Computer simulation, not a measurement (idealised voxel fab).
Process module in this document: voxel transistor to metal
It is cross-section cut that appears here, measuring 160 nm in width, its square cells being 5 nm in size.
For the purposes of this document, a cross-section shall be understood as a grid of square cells, specified as bands listed in top-to-bottom order, each band consisting of one or more rows of cells. Band: top and bottom heights (nm) first, top before bottom; then materials from left to right, widths in nm. "all across" marks a sole material filling the band edge to edge. "blank" denotes empty space. The level at which height equals 0 is the one under which the wafer, as it arrives, is entirely one material. No lower edge exists for the bottom band, which continues downward and is notated as in "from 0 down". Width spec "30 to 40" -> top row of cells at first value, bottom row at second value, equal per-row change in between. Key: "no alteration" - step with no changed cell in the cross-section. Enclosed voids (no open way to top), threshold 8 cells or more, entry "Closed internal voids", notation width x height at distance, distance from left edge, nm. Text after the settings on a step's line: the simulator's own remark on that step. The line of a step may include "overlay nm". On a step with a mask, this value is how far to the right of its planned place the mask lay. A negative value means the mask lay to the left.
# So here's the lineup of process steps we planned
| 1 | RECEIVE | material Si |
| 2 | OXIDIZE | depth nm 5 |
| 3 | CONFORMAL_DEP | material SiN | thk nm 10 |
| 4 | PATTERN | tone cover | mask id ACTIVE | material resist | width nm 100 | thk nm 20 | overlay nm 0 |
| 5 | DIRECTIONAL_ETCH | etch materials SiN | depth nm 10 |
| 6 | DIRECTIONAL_ETCH | etch materials SiO2 | depth nm 5 |
| 7 | DIRECTIONAL_ETCH | etch materials Si | depth nm 30 |
| 8 | STRIP | etch materials resist |
| 9 | OXIDIZE | depth nm 5 |
| 10 | FILL_DEP | material SiO2 | thk nm 5 |
| 11 | CMP | height nm 10 |
| 12 | SELECTIVE_ETCH | etch materials SiO2 | depth nm 5 |
| 13 | STRIP | etch materials SiN |
| 14 | SELECTIVE_ETCH | etch materials SiO2 | depth nm 5 |
| 15 | OXIDIZE | depth nm 5 |
| 16 | DIRECTIONAL_DEP | material polySi | thk nm 25 |
| 17 | DIRECTIONAL_DEP | material SiCN | thk nm 15 |
| 18 | MASKED_ETCH | tone cover | mask id GATE | width nm 20 | etch materials SiCN | depth nm 25 | overlay nm 0 |
| 19 | MASKED_ETCH | tone cover | mask id GATE | width nm 20 | etch materials polySi | depth nm 35 | overlay nm 0 |
| 20 | CONFORMAL_DEP | material SiN | thk nm 5 |
| 21 | DIRECTIONAL_ETCH | etch materials SiN | depth nm 5 |
| 22 | DIRECTIONAL_ETCH | etch materials SiO2 | depth nm 5 |
| 23 | EPI | material nSi | thk nm 5 |
| 24 | FILL_DEP | material SiO2 | thk nm 5 |
| 25 | CMP | height nm 35 |
| 26 | DIRECTIONAL_DEP | material SiO2 | thk nm 15 |
| 27 | PATTERN | tone open | mask id CONTACT | material resist | width nm 20 | pitch nm 70 | thk nm 20 | overlay nm 0 |
| 28 | DIRECTIONAL_ETCH | etch materials SiO2 | depth nm 55 |
| 29 | STRIP | etch materials resist |
| 30 | CONFORMAL_DEP | material TiN | thk nm 5 |
| 31 | FILL_DEP | material W | thk nm 10 |
| 32 | CMP | height nm 50 |
| 33 | CONFORMAL_DEP | material SiN | thk nm 5 |
| 34 | DIRECTIONAL_DEP | material lowk | thk nm 20 |
| 35 | PATTERN | tone open | mask id METAL_1 | material resist | width nm 20 | pitch nm 70 | thk nm 15 | overlay nm 0 |
| 36 | DIRECTIONAL_ETCH | etch materials lowk | depth nm 20 |
| 37 | DIRECTIONAL_ETCH | etch materials SiN | depth nm 5 |
| 38 | STRIP | etch materials resist |
| 39 | CONFORMAL_DEP | material TiN | thk nm 5 |
| 40 | FILL_DEP | material Ru | thk nm 10 |
| 41 | CMP | height nm 75 |
| 42 | CONFORMAL_DEP | material SiCN | thk nm 5 |
| 43 | DIRECTIONAL_DEP | material lowk | thk nm 25 |
| 44 | DIRECTIONAL_DEP | material aC | thk nm 15 |
| 45 | PATTERN | tone open | mask id METAL_2_HOLES | material resist | width nm 15 | pitch nm 70 | thk nm 35 | overlay nm 0 |
| 46 | DIRECTIONAL_ETCH | etch materials aC | depth nm 15 |
| 47 | STRIP | etch materials resist |
| 48 | DIRECTIONAL_ETCH | etch materials lowk | depth nm 25 |
| 49 | STRIP | etch materials aC |
| 50 | PATTERN | tone open | mask id METAL_2 | material resist | width nm 20 | pitch nm 70 | thk nm 15 | overlay nm 0 |
| 51 | DIRECTIONAL_ETCH | etch materials lowk | depth nm 15 |
| 52 | DIRECTIONAL_ETCH | etch materials SiCN | depth nm 5 |
| 53 | STRIP | etch materials resist |
| 54 | CONFORMAL_DEP | material TiN | thk nm 5 |
| 55 | FILL_DEP | material Cu | thk nm 10 |
| 56 | CMP | height nm 105 |
| 57 | CONFORMAL_DEP | material SiCN | thk nm 5 |
# As-received wafer cross-section (after step 1)
    from 0 down | Si all across
    Closed internal voids: none
# What the wafer looks like in cross-section after this module, when it starts as shown above and follows the plan above but one mistake is made in running it
    from 110 to 105 | SiCN all across
    from 105 to 95 | lowk=35, TiN=5, Cu=5, TiN=5, lowk=55, TiN=5, Cu=5, TiN=5, lowk=40
    from 95 to 90 | SiCN=35, TiN=15, SiCN=55, TiN=15, SiCN=40
    from 90 to 80 | Ru all across
    from 80 to 75 | TiN=40, Ru=10, TiN=60, Ru=10, TiN=40
    from 75 to 55 | lowk=35, TiN=5, Ru=10, TiN=5, lowk=50, TiN=5, Ru=10, TiN=5, lowk=35
    from 55 to 50 | SiN=35, TiN=20, SiN=50, TiN=20, SiN=35
    from 50 to 35 | SiO2=35, TiN=5, W=10, TiN=5, SiO2=50, TiN=5, W=10, TiN=5, SiO2=35
    from 35 to 20 | SiO2=35, TiN=5, W=10, TiN=5, SiO2=10, SiN=5, SiCN=20, SiN=5, SiO2=10, TiN=5, W=10, TiN=5, SiO2=35
    from 20 to 0 | SiO2=35, TiN=5, W=10, TiN=5, SiO2=10, SiN=5, polySi=20, SiN=5, SiO2=10, TiN=5, W=10, TiN=5, SiO2=35
    from 0 to -5 | SiO2=25, SiN=5, SiO2=5, TiN=20, SiO2=10, SiN=5, polySi=20, SiN=5, SiO2=10, TiN=20, SiO2=5, SiN=5, SiO2=25
    from -5 to -10 | SiO2=30, nSi=35, SiO2=30, nSi=35, SiO2=30
    from -10 to -40 | SiO2=35, Si=90, SiO2=35
    from -40 down | Si all across
    Closed internal voids: none
Deviation from plan: not run: step 41 of the plan (skipped)
